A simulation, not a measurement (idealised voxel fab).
Process module name: voxel lift off
The figure presents cross-section cut, which has a width of 290 nm and is divided into square cells with an edge length of 5 nm.
If you're reading a cross-section in this doc, picture square cells in a grid; it comes to you as bands, top ones listed first down to the bottom, and a band can be one or more rows of cells.
The entry gives the band's vertical extent as a top height and a bottom height in nm, then its horizontal make-up as materials from left to right, each with a width in nm. "air" stands for empty space; a single material marked "throughout" fills the band edge to edge.
Height 0 is the level under which the wafer as received is all one material. The lowest band goes on downwards, as in "0 and below".
The width entry "30->40" should be interpreted row by row: the top row of cells in the band takes the first number, the bottom row takes the second number, and the change between adjacent rows is uniform throughout.
"no change" after a step means that no cell of the cross-section changed.
"Closed void catalog" specifies each empty space that is not open to the top and that occupies no fewer than 8 cells, using the form width x height at distance, the distance measured from the left edge and all three quantities in nm.
Whatever follows a step's settings on its line is a remark the simulator itself makes about that step.
"overlay nm" answers the question of how far to the right of plan the mask lay on a step that has a mask, and when it is negative the answer is to the left.

The process steps that were planned are listed below:
| 1 | RECEIVE: material Si |
| 2 | CONFORMAL_DEP: material SiN, thk nm 15 |
| 3 | PATTERN: tone open, mask id LINES, material resist, width nm 15, pitch nm 35, thk nm 15, overlay nm 0 |
| 4 | DIRECTIONAL_DEP: material Ru, thk nm 5 |
| 5 | STRIP: etch materials resist |
| 6 | CONFORMAL_DEP: material SiCN, thk nm 10 |

So, the first of our two wafers, run just as we planned it:

Step 1 complete: cross-section of the wafer as received:
	0 and below  Si throughout
	Closed void catalog: none

Step 2 done - wafer cross-section:
	15 down to 0  SiN throughout
	Below 0 it's all the same as before, nothing changed down there.

Step 3 done - wafer cross-section:
	30 down to 15  resist 85, then air 15, then resist 20, then air 15, then resist 20, then air 15, then resist 20, then air 15, then resist 85
	Below 15 it's all the same as before, nothing changed down there.

Step 4 done - wafer cross-section:
	35 down to 30  Ru 85, then air 15, then Ru 20, then air 15, then Ru 20, then air 15, then Ru 20, then air 15, then Ru 85
	30 down to 20  resist 85, then air 15, then resist 20, then air 15, then resist 20, then air 15, then resist 20, then air 15, then resist 85
	20 down to 15  resist 85, then Ru 15, then resist 20, then Ru 15, then resist 20, then Ru 15, then resist 20, then Ru 15, then resist 85
	Below 15 it's all the same as before, nothing changed down there.

Step 5 done - wafer cross-section:
	20 down to 15  air 85, then Ru 15, then air 20, then Ru 15, then air 20, then Ru 15, then air 20, then Ru 15, then air 85
	Below 15 it's all the same as before, nothing changed down there.

Step 6 done - wafer cross-section:
	30 down to 25  air 75, then SiCN 140, then air 75
	25 down to 20  SiCN throughout
	20 down to 15  SiCN 85, then Ru 15, then SiCN 20, then Ru 15, then SiCN 20, then Ru 15, then SiCN 20, then Ru 15, then SiCN 85
	Below 15 it's all the same as before, nothing changed down there.

Wafer two: like wafer one in start and plan, but with one mistake in execution; identical up to and including step 5:

Second wafer at the planned finish of step 6, seen in cross-section:
	35 down to 30  air 70, then SiCN 150, then air 70
	30 down to 20  SiCN throughout
	20 down to 15  SiCN 85, then Ru 15, then SiCN 20, then Ru 15, then SiCN 20, then Ru 15, then SiCN 20, then Ru 15, then SiCN 85
	Below 15 it's all the same as before, nothing changed down there.
The plan and the run diverged here: in deviation from the planned setting, step 6 was conducted as CONFORMAL_DEP: material SiCN, thk nm 15
Cell-count delta at end, second wafer over first, by material: SiCN: 60 more
